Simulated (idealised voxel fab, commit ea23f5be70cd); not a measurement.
This section sets out a process module, namely voxel fin reveal.
Square cell edge 5 nm, section width 160 nm, ID cut.
We lay out every cross-section as a grid of square cells and spell it out in bands from the top down, where one band means one or more rows of cells.
Each band's line starts with the height of the band's top and of its bottom, in nm. Then come its materials from left to right, each with its width in nm. One material with "edge to edge" fills the band from edge to edge. "blank" is empty space.
Heads up on the height convention: 0 is the point under which the incoming wafer is all one material, and the lowest band has no bottom, it just keeps going down, like "0 down".
Width spec "30->40" -> top row of cells at first value, bottom row at second value, equal per-row change in between.
Reading "nothing different" for a step: not a cell of the cross-section changed in it.
"Voids, fully enclosed": empty spaces of 8 cells or more with no open way to the top, each given as width x height at distance, distance from the left edge, all in nm.
Step line, after settings: the simulator's comment on this step.
What "overlay nm" on a step's line means: if the step has a mask, that mask lay this far to the right of its planned place, or, when the value is negative, to the left.

**Process steps (planned)**
1,op RECEIVE | material Si
2,op CONFORMAL_DEP | material SiN | thk nm 5
3,op MASKED_ETCH | tone cover | mask id FINS | width nm 15 | pitch nm 45 | etch materials SiN | depth nm 5 | overlay nm 0
4,op MASKED_ETCH | tone cover | mask id FINS | width nm 15 | pitch nm 45 | etch materials Si | depth nm 30 | overlay nm 0
5,op OXIDIZE | depth nm 5
6,op FILL_DEP | material SiO2 | thk nm 10
7,op CMP | height nm 5
8,op SELECTIVE_ETCH | etch materials SiO2 | depth nm 25
9,op STRIP | etch materials SiN
10,op CONFORMAL_DEP | material SiO2 | thk nm 5

**First wafer of two (run as planned)**

**Step 1 complete: cross-section of the wafer as received**
* 0 down: Si edge to edge
* Voids, fully enclosed: none

**State of the wafer after step 2, shown in cross-section**
* 5 to 0: SiN edge to edge
* Below 0, no change.

**State of the wafer after step 3, shown in cross-section**
* 5 to 0: 50 of blank, then 15 of SiN, then 30 of blank, then 15 of SiN, then 50 of blank
* Below 0, no change.

**State of the wafer after step 4, shown in cross-section**
* 5 to 0: 50 of blank, then 15 of SiN, then 30 of blank, then 15 of SiN, then 50 of blank
* 0 to -30: 50 of blank, then 15 of Si, then 30 of blank, then 15 of Si, then 50 of blank
* Below -30, no change.

**State of the wafer after step 5, shown in cross-section**
* 5 to 0: 50 of blank, then 15 of SiN, then 30 of blank, then 15 of SiN, then 50 of blank
* 0 to -30: 50 of blank, then 5 of SiO2, then 5 of Si, then 5 of SiO2, then 30 of blank, then 5 of SiO2, then 5 of Si, then 5 of SiO2, then 50 of blank
* -30 to -35: 55 of SiO2, then 5 of Si, then 40 of SiO2, then 5 of Si, then 55 of SiO2
* Below -35, no change.

**State of the wafer after step 6, shown in cross-section**
* 15 to 5: SiO2 edge to edge
* 5 to 0: 50 of SiO2, then 15 of SiN, then 30 of SiO2, then 15 of SiN, then 50 of SiO2
* 0 to -35: 55 of SiO2, then 5 of Si, then 40 of SiO2, then 5 of Si, then 55 of SiO2
* Below -35, no change.

**State of the wafer after step 7, shown in cross-section**
* 5 to 0: 50 of SiO2, then 15 of SiN, then 30 of SiO2, then 15 of SiN, then 50 of SiO2
* Below 0, no change.

**State of the wafer after step 8, shown in cross-section**
* 5 to 0: 50 of blank, then 15 of SiN, then 30 of blank, then 15 of SiN, then 50 of blank
* 0 to -20: 55 of blank, then 5 of Si, then 40 of blank, then 5 of Si, then 55 of blank
* Below -20, no change.

**State of the wafer after step 9, shown in cross-section**
* 0 to -20: 55 of blank, then 5 of Si, then 40 of blank, then 5 of Si, then 55 of blank
* Below -20, no change.

**State of the wafer after step 10, shown in cross-section**
* 5 to 0: 50 of blank, then 15 of SiO2, then 30 of blank, then 15 of SiO2, then 50 of blank
* 0 to -15: 50 of blank, then 5 of SiO2, then 5 of Si, then 5 of SiO2, then 30 of blank, then 5 of SiO2, then 5 of Si, then 5 of SiO2, then 50 of blank
* -15 to -35: 55 of SiO2, then 5 of Si, then 40 of SiO2, then 5 of Si, then 55 of SiO2
* Below -35, no change.

**Second wafer: same start and same plan as the first, one execution error; identical to the first through step 3**

**Cross-section of the second wafer at the time by which step 4 should have been completed according to the plan**
* 5 to 0: 50 of blank, then 15 of SiN, then 30 of blank, then 15 of SiN, then 50 of blank
* 0 to -30: 45 of blank, then 25 of Si, then 20 of blank, then 25 of Si, then 45 of blank
* Below -30, no change.

**Cross-section of the second wafer at the time by which step 5 should have been completed according to the plan**
* 5 to 0: 50 of blank, then 15 of SiN, then 30 of blank, then 15 of SiN, then 50 of blank
* 0 to -5: 45 of blank, then 10 of SiO2, then 5 of Si, then 10 of SiO2, then 20 of blank, then 10 of SiO2, then 5 of Si, then 10 of SiO2, then 45 of blank
* -5 to -30: 45 of blank, then 5 of SiO2, then 15 of Si, then 5 of SiO2, then 20 of blank, then 5 of SiO2, then 15 of Si, then 5 of SiO2, then 45 of blank
* -30 to -35: 50 of SiO2, then 15 of Si, then 30 of SiO2, then 15 of Si, then 50 of SiO2
* Below -35, no change.

**Cross-section of the second wafer at the time by which step 6 should have been completed according to the plan**
* 15 to 5: SiO2 edge to edge
* 5 to 0: 50 of SiO2, then 15 of SiN, then 30 of SiO2, then 15 of SiN, then 50 of SiO2
* 0 to -5: 55 of SiO2, then 5 of Si, then 40 of SiO2, then 5 of Si, then 55 of SiO2
* -5 to -35: 50 of SiO2, then 15 of Si, then 30 of SiO2, then 15 of Si, then 50 of SiO2
* Below -35, no change.

**Cross-section of the second wafer at the time by which step 7 should have been completed according to the plan**
* 5 to 0: 50 of SiO2, then 15 of SiN, then 30 of SiO2, then 15 of SiN, then 50 of SiO2
* Below 0, no change.

**Cross-section of the second wafer at the time by which step 8 should have been completed according to the plan**
* 5 to 0: 50 of blank, then 15 of SiN, then 30 of blank, then 15 of SiN, then 50 of blank
* 0 to -5: 55 of blank, then 5 of Si, then 40 of blank, then 5 of Si, then 55 of blank
* -5 to -20: 50 of blank, then 15 of Si, then 30 of blank, then 15 of Si, then 50 of blank
* Below -20, no change.

**Cross-section of the second wafer at the time by which step 9 should have been completed according to the plan**
* 0 to -5: 55 of blank, then 5 of Si, then 40 of blank, then 5 of Si, then 55 of blank
* Below -5, no change.

**Cross-section of the second wafer at the time by which step 10 should have been completed according to the plan**
* 5 to 0: 50 of blank, then 15 of SiO2, then 30 of blank, then 15 of SiO2, then 50 of blank
* 0 to -5: 45 of blank, then 10 of SiO2, then 5 of Si, then 10 of SiO2, then 20 of blank, then 10 of SiO2, then 5 of Si, then 10 of SiO2, then 45 of blank
* -5 to -15: 45 of blank, then 5 of SiO2, then 15 of Si, then 5 of SiO2, then 20 of blank, then 5 of SiO2, then 15 of Si, then 5 of SiO2, then 45 of blank
* -15 to -35: 50 of SiO2, then 15 of Si, then 30 of SiO2, then 15 of Si, then 50 of SiO2
* Below -35, no change.
Short version of what went wrong: step 4 was run on a setting that differed from the plan, and what really ran there is op MASKED_ETCH | tone cover | mask id FINS | width nm 25 | pitch nm 45 | etch materials Si | depth nm 30 | overlay nm 0
Counted in cells at the end, the second wafer holds more or fewer of these materials than the first: 24 more of Si; 12 fewer of SiO2
